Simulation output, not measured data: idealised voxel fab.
Proc. module: voxel gate over fins
Section shown: cut. Width: 285 nm. Cell size: 5 nm, square.
Heads up, the way a cross-section reads in here is a grid of square cells, handed over as bands from the top down, with every band being one or more rows of cells.
Look at the band entry: it leads with the top's height and the bottom's height in nm. Then it lists the materials left to right, with a width in nm for each. The word "full width" on a single material says that material fills the band edge to edge. The word "air" is empty space.
Zero point of the height axis is 0; under it, received wafer = one material. Lowest band: continues down indefinitely, "top 0, no bottom".
Graded width ("30..40"): value in top row of band = first number; value in bottom row = second number; row-to-row change constant.
"no modification" for a step: no cell of the cross-section changed in that step.
Closed-off voids of 8+ cells (no open route to the top) go in "Trapped cavities", written width x height at distance from the left edge, in nm.
The remark found on a step's line after its settings is issued by the simulator itself and pertains to that step.
The setting "overlay nm" may be written on the line of a step. When the step uses a mask, the value reports how far to the right of the planned place the mask lay, and a negative value reports that it lay to the left.
The steps planned for the process are as follows:
| 1 | RECEIVE (material Si) |
| 2 | CONFORMAL_DEP (material SiN; thk nm 5) |
| 3 | MASKED_ETCH (tone cover; mask id FINS; width nm 15; pitch nm 60; etch materials SiN; depth nm 5; overlay nm 0) |
| 4 | MASKED_ETCH (tone cover; mask id FINS; width nm 15; pitch nm 60; etch materials Si; depth nm 35; overlay nm 0) |
| 5 | OXIDIZE (depth nm 5) |
| 6 | FILL_DEP (material SiO2; thk nm 5) |
| 7 | CMP (height nm 5) |
| 8 | PATTERN (tone open; mask id RAIL; material resist; width nm 15; thk nm 20; overlay nm 0) |
| 9 | DIRECTIONAL_ETCH (etch materials SiO2; depth nm 35) |
| 10 | STRIP (etch materials resist) |
| 11 | CONFORMAL_DEP (material TiN; thk nm 5) |
| 12 | FILL_DEP (material W; thk nm 10) |
| 13 | CMP (height nm 5) |
| 14 | SELECTIVE_ETCH (etch materials W Ru TiN; depth nm 30) |
| 15 | FILL_DEP (material SiO2; thk nm 5) |
| 16 | CMP (height nm 5) |
| 17 | SELECTIVE_ETCH (etch materials SiO2; depth nm 20) |
| 18 | STRIP (etch materials SiN) |
| 19 | CONFORMAL_DEP (material HfO2; thk nm 5) |
| 20 | CONFORMAL_DEP (material TiN; thk nm 5) |
| 21 | FILL_DEP (material W; thk nm 10) |
| 22 | CMP (height nm 15) |
| 23 | CONFORMAL_DEP (material SiN; thk nm 10) |
Cross-sectional view of the wafer in its as-received condition, corresponding to the state after step 1:
* top 0, no bottom  Si full width
* Trapped cavities: none
Sectioned view, first of two wafers, at the close of the module, processed as intended in the plan:
* top 25, bottom 15  SiN full width
* top 15, bottom 10  W full width
* top 10, bottom 5  W 40, TiN 25, W 35, TiN 25, W 35, TiN 25, W 35, TiN 25, W 40
* top 5, bottom 0  W 40, TiN 5, HfO2 15, TiN 5, W 35, TiN 5, HfO2 15, TiN 5, W 35, TiN 5, HfO2 15, TiN 5, W 35, TiN 5, HfO2 15, TiN 5, W 40
* top 0, bottom -5  W 40, TiN 5, HfO2 5, Si 5, HfO2 5, TiN 5, W 35, TiN 5, HfO2 5, Si 5, HfO2 5, TiN 5, W 35, TiN 5, HfO2 5, Si 5, HfO2 5, TiN 5, W 35, TiN 5, HfO2 5, Si 5, HfO2 5, TiN 5, W 40
* top -5, bottom -10  TiN 45, HfO2 5, Si 5, HfO2 5, TiN 45, HfO2 5, Si 5, HfO2 5, TiN 45, HfO2 5, Si 5, HfO2 5, TiN 45, HfO2 5, Si 5, HfO2 5, TiN 45
* top -10, bottom -15  HfO2 50, Si 5, HfO2 55, Si 5, HfO2 55, Si 5, HfO2 55, Si 5, HfO2 50
* top -15, bottom -25  SiO2 50, Si 5, SiO2 55, Si 5, SiO2 55, Si 5, SiO2 55, Si 5, SiO2 50
* top -25, bottom -30  SiO2 50, Si 5, SiO2 20, TiN 15, SiO2 20, Si 5, SiO2 55, Si 5, SiO2 55, Si 5, SiO2 50
* top -30, bottom -40  SiO2 50, Si 5, SiO2 55, Si 5, SiO2 55, Si 5, SiO2 55, Si 5, SiO2 50
* top -40, no bottom  Si full width
* Trapped cavities: none
Now the second wafer, cross-sectioned at the end of the module. Nothing different at the start, nothing different in the plan compared with the first, just one mistake when it was actually run:
* top 25, bottom 15  SiN full width
* top 15, bottom 10  W full width
* top 10, bottom 5  W 40, TiN 25, W 35, TiN 25, W 35, TiN 25, W 35, TiN 25, W 40
* top 5, bottom 0  W 40, TiN 5, HfO2 15, TiN 5, W 35, TiN 5, HfO2 15, TiN 5, W 35, TiN 5, HfO2 15, TiN 5, W 35, TiN 5, HfO2 15, TiN 5, W 40
* top 0, bottom -5  W 40, TiN 5, HfO2 5, Si 5, HfO2 5, TiN 5, W 35, TiN 5, HfO2 5, Si 5, HfO2 5, TiN 5, W 35, TiN 5, HfO2 5, Si 5, HfO2 5, TiN 5, W 35, TiN 5, HfO2 5, Si 5, HfO2 5, TiN 5, W 40
* top -5, bottom -10  TiN 45, HfO2 5, Si 5, HfO2 5, TiN 45, HfO2 5, Si 5, HfO2 5, TiN 45, HfO2 5, Si 5, HfO2 5, TiN 45, HfO2 5, Si 5, HfO2 5, TiN 45
* top -10, bottom -15  HfO2 50, Si 5, HfO2 55, Si 5, HfO2 55, Si 5, HfO2 55, Si 5, HfO2 50
* top -15, bottom -25  SiO2 50, Si 5, SiO2 55, Si 5, SiO2 55, Si 5, SiO2 55, Si 5, SiO2 50
* top -25, bottom -30  SiO2 50, Si 5, SiO2 15, TiN 25, SiO2 15, Si 5, SiO2 55, Si 5, SiO2 55, Si 5, SiO2 50
* top -30, bottom -40  SiO2 50, Si 5, SiO2 55, Si 5, SiO2 55, Si 5, SiO2 55, Si 5, SiO2 50
* top -40, no bottom  Si full width
* Trapped cavities: none
Heads up, the wafer didn't run the way we planned it: step 8: run off-plan, actual operation and settings PATTERN (tone open; mask id RAIL; material resist; width nm 25; thk nm 20; overlay nm 0)
Count the cells at the end and the second wafer has more or fewer of some materials than the first: -2 SiO2; +2 TiN
